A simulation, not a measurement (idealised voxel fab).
Module name: voxel self aligned vias (process module)
For reference, the cross-section in this document is cut, with width 245 nm and square cells of 5 nm.
Cross-section, as written here: a square-cell grid given band by band from the top down, where a band holds one or more rows of cells. It is stipulated that each band's entry specify, in nanometres, the height of the top of the band and then that of its bottom, followed by the materials of the band in left-to-right sequence, each together with its width in nanometres. A single material marked by the word "full width" is understood to fill the band from edge to edge; the word "blank" is understood to denote empty space. It should be noted that heights are counted from 0, beneath which the wafer as supplied is of one material throughout, and that the lowest band possesses no lower boundary but continues downward, as written in "0 and below". Top row gets the first number, bottom row gets the second, and each row in between changes by the same step: that is how a band width like "30..40" works. Any step labelled "same as before" changed none of the cells in the cross-section. Closed empty spaces (no open way to the top) of 8 cells or more are what "Sealed void list" lists, each as width x height at distance from the left edge, nm for all three. after a step's settings: what the simulator itself notes on the step. overlay nm: mask offset rightward from planned place, masked step; negative means leftward offset.

### Planned step list for the process
1) RECEIVE with material Si
2) CONFORMAL_DEP with material SiO2, thk nm 10
3) CONFORMAL_DEP with material SiCN, thk nm 5
4) DIRECTIONAL_DEP with material lowk, thk nm 30
5) MASKED_ETCH with tone open, mask id LINES, width nm 25, pitch nm 50, etch materials lowk, depth nm 30, overlay nm 0
6) CONFORMAL_DEP with material TiN, thk nm 5
7) FILL_DEP with material Ru, thk nm 5
8) CMP with height nm 45
9) SELECTIVE_ETCH with etch materials W Ru TiN, depth nm 5
10) FILL_DEP with material SiN, thk nm 10
11) CMP with height nm 45
12) DIRECTIONAL_DEP with material lowk, thk nm 20
13) DIRECTIONAL_DEP with material aC, thk nm 10
14) PATTERN with tone open, mask id VIAS, material resist, width nm 35, pitch nm 50, thk nm 25, overlay nm 0
15) DIRECTIONAL_ETCH with etch materials aC, depth nm 10
16) STRIP with etch materials resist
17) DIRECTIONAL_ETCH with etch materials lowk, depth nm 20
18) DIRECTIONAL_ETCH with etch materials SiN, depth nm 5
19) STRIP with etch materials aC
20) CONFORMAL_DEP with material TiN, thk nm 5
21) FILL_DEP with material Ru, thk nm 10
22) CMP with height nm 65
23) CONFORMAL_DEP with material SiCN, thk nm 5
Wafers differ in depth nm at step 9; plan lists the first wafer's value; identical starting state.

### Step 1 complete: as-received cross-section of the first of several wafers
* 0 and below | Si full width
* Sealed void list: none

### At the end of the module, after its last step, step 23, the first of several wafers appears in cross-section as follows
* 70 down to 65 | SiCN full width
* 65 down to 50 | lowk: 80, TiN: 5, Ru: 25, TiN: 5, lowk: 15, TiN: 5, Ru: 25, TiN: 5, lowk: 80
* 50 down to 45 | lowk: 80, TiN: 10, Ru: 15, TiN: 10, lowk: 15, TiN: 10, Ru: 15, TiN: 10, lowk: 80
* 45 down to 40 | lowk: 85, TiN: 25, lowk: 25, TiN: 25, lowk: 85
* 40 down to 20 | lowk: 85, TiN: 5, Ru: 15, TiN: 5, lowk: 25, TiN: 5, Ru: 15, TiN: 5, lowk: 85
* 20 down to 15 | lowk: 85, TiN: 25, lowk: 25, TiN: 25, lowk: 85
* 15 down to 10 | SiCN full width
* 10 down to 0 | SiO2 full width
* 0 and below | Si full width
* Sealed void list: none

### Cross-sectional depiction of the last of several wafers upon completion of the module
* 70 down to 65 | SiCN full width
* 65 down to 50 | lowk: 80, TiN: 5, Ru: 25, TiN: 5, lowk: 15, TiN: 5, Ru: 25, TiN: 5, lowk: 80
* 50 down to 45 | lowk: 80, TiN: 10, Ru: 15, TiN: 10, lowk: 15, TiN: 10, Ru: 15, TiN: 10, lowk: 80
* 45 down to 40 | lowk: 85, TiN: 25, lowk: 25, TiN: 25, lowk: 85
* 40 down to 25 | lowk: 85, SiN: 25, lowk: 25, SiN: 25, lowk: 85
* 25 down to 20 | lowk: 85, TiN: 5, Ru: 15, TiN: 5, lowk: 25, TiN: 5, Ru: 15, TiN: 5, lowk: 85
* 20 down to 15 | lowk: 85, TiN: 25, lowk: 25, TiN: 25, lowk: 85
* 15 down to 10 | SiCN full width
* 10 down to 0 | SiO2 full width
* 0 and below | Si full width
* Sealed void list: none

### Gained (+) or lost (-) cells of each material since receipt, then closed voids: one row per wafer, at the end of the module
depth nm 5; +60 Ru; +98 SiCN; +98 SiO2; +56 TiN; +374 lowk; Sealed void list: none
depth nm 10; +54 Ru; +98 SiCN; +10 SiN; +98 SiO2; +52 TiN; +374 lowk; Sealed void list: none
depth nm 15; +48 Ru; +98 SiCN; +20 SiN; +98 SiO2; +48 TiN; +374 lowk; Sealed void list: none
depth nm 20; +42 Ru; +98 SiCN; +30 SiN; +98 SiO2; +44 TiN; +374 lowk; Sealed void list: none
